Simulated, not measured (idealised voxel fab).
voxel trench capacitor: a process module
220 nm wide, 5 nm square cells: that's cross-section cut.
A cross-section is written here as square cells arranged in a grid, and it is given in bands from the top down, each band taking up one or more rows of cells.
A band entry consists of two parts. The first gives the height of the band's top and the height of its bottom, in nm. The rest lists the band's materials from left to right, each with its width in nm. A single material labelled with the word "throughout" fills the band from edge to edge, and the word "empty" marks empty space.
The reference from which all heights are counted is 0, the level beneath which the as-received wafer is entirely one material; the lowest band, having no lower bound, proceeds downward and is written after the example "0 and below".
Quick explanation for "30->40": the width changes in equal steps down the rows of cells, from the first number in the band's top row to the second number in its bottom row.
A step reported as "changes: none" is a step in which no cell of the cross-section changed.
Reported under the label "Internal closed voids" are the empty spaces having no open way to the top and comprising 8 cells or more; the notation for each is width x height at distance, in which the distance is measured from the left edge and all three values are in nm.
What comes after the settings on a step's line is commentary from the simulator itself on that step.
overlay nm, on a step with a mask: how far to the right of its planned place the mask lay; to the left if negative

This section lists the process steps that were planned:
1: RECEIVE: material Si
2: CONFORMAL_DEP: material SiN, thk nm 5
3: DIRECTIONAL_DEP: material aC, thk nm 10
4: PATTERN: tone open, mask id TRENCH, material resist, width nm 25, pitch nm 40, thk nm 25, overlay nm -15
5: DIRECTIONAL_ETCH: etch materials aC, depth nm 10
6: STRIP: etch materials resist
7: DIRECTIONAL_ETCH: etch materials SiN, depth nm 5
8: DIRECTIONAL_ETCH: etch materials Si, depth nm 25
9: STRIP: etch materials aC
10: CONFORMAL_DEP: material SiO2, thk nm 5
11: FILL_DEP: material polySi, thk nm 5
12: CMP: height nm 5
Every wafer here starts from the same state; it is the step 4 overlay nm that distinguishes them, and the value the plan gives belongs to the first wafer.

The first of several wafers in cross-section, exactly as it reached us after step 1:
- 0 and below = Si throughout
- Internal closed voids: none

Here's the first of several wafers in cross-section, end of the module, after the last step, step 12:
- 5 down to 0 = 20 nm SiN, 5 nm SiO2, 15 nm polySi, 5 nm SiO2, 15 nm SiN, 5 nm SiO2, 15 nm polySi, 5 nm SiO2, 15 nm SiN, 5 nm SiO2, 15 nm polySi, 5 nm SiO2, 15 nm SiN, 5 nm SiO2, 15 nm polySi, 5 nm SiO2, 55 nm SiN
- 0 down to -20 = 20 nm Si, 5 nm SiO2, 15 nm polySi, 5 nm SiO2, 15 nm Si, 5 nm SiO2, 15 nm polySi, 5 nm SiO2, 15 nm Si, 5 nm SiO2, 15 nm polySi, 5 nm SiO2, 15 nm Si, 5 nm SiO2, 15 nm polySi, 5 nm SiO2, 55 nm Si
- -20 down to -25 = 20 nm Si, 25 nm SiO2, 15 nm Si, 25 nm SiO2, 15 nm Si, 25 nm SiO2, 15 nm Si, 25 nm SiO2, 55 nm Si
- -25 and below = Si throughout
- Internal closed voids: none

At the end of the module, the last of several wafers in cross-section:
- 5 down to 0 = 50 nm SiN, 5 nm SiO2, 15 nm polySi, 5 nm SiO2, 15 nm SiN, 5 nm SiO2, 15 nm polySi, 5 nm SiO2, 15 nm SiN, 5 nm SiO2, 15 nm polySi, 5 nm SiO2, 15 nm SiN, 5 nm SiO2, 15 nm polySi, 5 nm SiO2, 25 nm SiN
- 0 down to -20 = 50 nm Si, 5 nm SiO2, 15 nm polySi, 5 nm SiO2, 15 nm Si, 5 nm SiO2, 15 nm polySi, 5 nm SiO2, 15 nm Si, 5 nm SiO2, 15 nm polySi, 5 nm SiO2, 15 nm Si, 5 nm SiO2, 15 nm polySi, 5 nm SiO2, 25 nm Si
- -20 down to -25 = 50 nm Si, 25 nm SiO2, 15 nm Si, 25 nm SiO2, 15 nm Si, 25 nm SiO2, 15 nm Si, 25 nm SiO2, 25 nm Si
- -25 and below = Si throughout
- Internal closed voids: none

Where each wafer stands at the end of the module, a row apiece: cells of each material gained (+) or lost (-) since it was received, then closed voids:
overlay nm -15, -100 Si, +24 SiN, +60 SiO2, +60 polySi, Internal closed voids: none
overlay nm -10, -100 Si, +24 SiN, +60 SiO2, +60 polySi, Internal closed voids: none
overlay nm -5, -100 Si, +24 SiN, +60 SiO2, +60 polySi, Internal closed voids: none
overlay nm 0, -100 Si, +24 SiN, +60 SiO2, +60 polySi, Internal closed voids: none
overlay nm 5, -100 Si, +24 SiN, +60 SiO2, +60 polySi, Internal closed voids: none
overlay nm 10, -100 Si, +24 SiN, +60 SiO2, +60 polySi, Internal closed voids: none
overlay nm 15, -100 Si, +24 SiN, +60 SiO2, +60 polySi, Internal closed voids: none
